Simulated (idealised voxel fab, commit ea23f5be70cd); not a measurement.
process module | voxel self aligned contacts
cross-section cut | 215 nm wide | cells 5 nm
A cross-section is a grid of square cells, given in bands from the top down. A band is one or more rows of cells.
Each band's line starts with the height of the band's top and of its bottom, in nm. Then come its materials from left to right, each with its width in nm. One material with "throughout" fills the band from edge to edge. "air" is empty space.
Height 0 is the level under which the wafer as received is all one material. The lowest band goes on downwards, as in "0 down".
A width such as "30 to 40" changes by the same amount from each row of cells to the next, from the band's top row to its bottom row.
"no change" after a step means that no cell of the cross-section changed.
closed voids: empty space of 8 cells or more with no open way to the top, each as width x height at its distance from the left edge, in nm
after a step's settings: what the simulator itself notes on the step
overlay nm, on a step with a mask: how far to the right of its planned place the mask lay; to the left if negative
plan
1 op RECEIVE | material Si
2 op OXIDIZE | depth nm 5
3 op DIRECTIONAL_DEP | material polySi | thk nm 20
4 op DIRECTIONAL_DEP | material SiN | thk nm 20
5 op PATTERN | tone cover | mask id GATE | material resist | width nm 25 | pitch nm 60 | thk nm 20 | overlay nm 0
6 op DIRECTIONAL_ETCH | etch materials SiN | depth nm 20
7 op DIRECTIONAL_ETCH | etch materials polySi | depth nm 20
8 op STRIP | etch materials resist
9 op CONFORMAL_DEP | material SiN | thk nm 10
10 op DIRECTIONAL_ETCH | etch materials SiN | depth nm 10
11 op FILL_DEP | material SiO2 | thk nm 15
12 op CMP | height nm 45
13 op DIRECTIONAL_DEP | material aC | thk nm 5
14 op PATTERN | tone open | mask id CONTACT | material resist | width nm 45 | pitch nm 60 | thk nm 35 | overlay nm 0
15 op DIRECTIONAL_ETCH | etch materials aC | depth nm 15
16 op STRIP | etch materials resist
17 op DIRECTIONAL_ETCH | etch materials SiO2 | depth nm 50
18 op STRIP | etch materials aC
19 op CONFORMAL_DEP | material TiN | thk nm 5
20 op FILL_DEP | material W | thk nm 5
21 op CMP | height nm 45
22 op CONFORMAL_DEP | material SiN | thk nm 5
varied across the wafers: thk nm of step 13. The plan shows the first wafer's value. All wafers start alike
first wafer as received, after step 1
  0 down: Si throughout
  closed voids: none
each wafer at the end: cells of each material gained (+) or lost (-) since it was received, then its closed voids
thk nm 5 | -43 Si | +199 SiN | +142 SiO2 | +54 TiN | +18 W | +60 polySi | closed voids: none
thk nm 10 | -43 Si | +199 SiN | +142 SiO2 | +54 TiN | +18 W | +60 polySi | closed voids: none
thk nm 15 | -43 Si | +199 SiN | +142 SiO2 | +54 TiN | +18 W | +60 polySi | closed voids: none
thk nm 20 | -43 Si | +199 SiN | +214 SiO2 | +60 polySi | closed voids: none
thk nm 25 | -43 Si | +199 SiN | +214 SiO2 | +60 polySi | closed voids: none
thk nm 30 | -43 Si | +199 SiN | +214 SiO2 | +60 polySi | closed voids: none
